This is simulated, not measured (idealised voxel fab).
You're looking at the process module voxel plated lines.
Xsec cut, 255 nm wide, square cell size 5 nm.
Reading order for cross-sections: top band down to bottom band. Underlying form: a grid of square cells. Band size: one or more rows of cells. First you get the band's top height and its bottom height, in nm, and then the materials it's made of, left to right, with each width in nm. If you see a single material with "all across", that one covers the band edge to edge. "blank" is empty space. Height is counted from the level 0, under which the received wafer is composed throughout of one material. The lowest of the bands is not closed at the bottom but continues downward, in the notation "z 0 and below". Note: "30->40" means the width goes from the first number (top row of the band) to the second number (bottom row) in equal steps per row of cells. Any step labelled "changes: none" changed none of the cells in the cross-section. "Internal closed voids" lists enclosed empty spaces (at least 8 cells, no open path upward to the top), each as width x height at distance from the left edge, in nm. Past the settings on a step's line: simulator remark, on that step. The optional step-line setting "overlay nm" applies to steps with a mask and quantifies how far to the right of its planned location the mask lay, a negative value indicating leftward placement.

-- Process steps foreseen in the plan
1,op RECEIVE | material Si
2,op CONFORMAL_DEP | material Al2O3 | thk nm 10
3,op DIRECTIONAL_DEP | material TiN | thk nm 5
4,op PATTERN | tone open | mask id LINES | material resist | width nm 20 | pitch nm 50 | thk nm 20 | overlay nm 0
5,op EPI | material Ru | thk nm 5
6,op STRIP | etch materials resist
7,op DIRECTIONAL_ETCH | etch materials TiN | depth nm 5
8,op CONFORMAL_DEP | material SiCN | thk nm 5

-- Cross-section, incoming material, after step 1
z 0 and below  Si all across
Internal closed voids: none

-- Module complete, cross-section. Starting point and plan per above. One mistake made in running the module
z 35 to 25  blank=75, then SiCN=100, then blank=80
z 25 to 20  SiCN all across
z 20 to 15  SiCN=90, then Ru=20, then SiCN=30, then Ru=20, then SiCN=95
z 15 to 10  SiCN=90, then TiN=20, then SiCN=30, then TiN=20, then SiCN=95
z 10 to 0  Al2O3 all across
z 0 and below  Si all across
Internal closed voids: none
What broke from the plan during processing? not per plan at step 8, really ran op CONFORMAL_DEP | material SiCN | thk nm 15
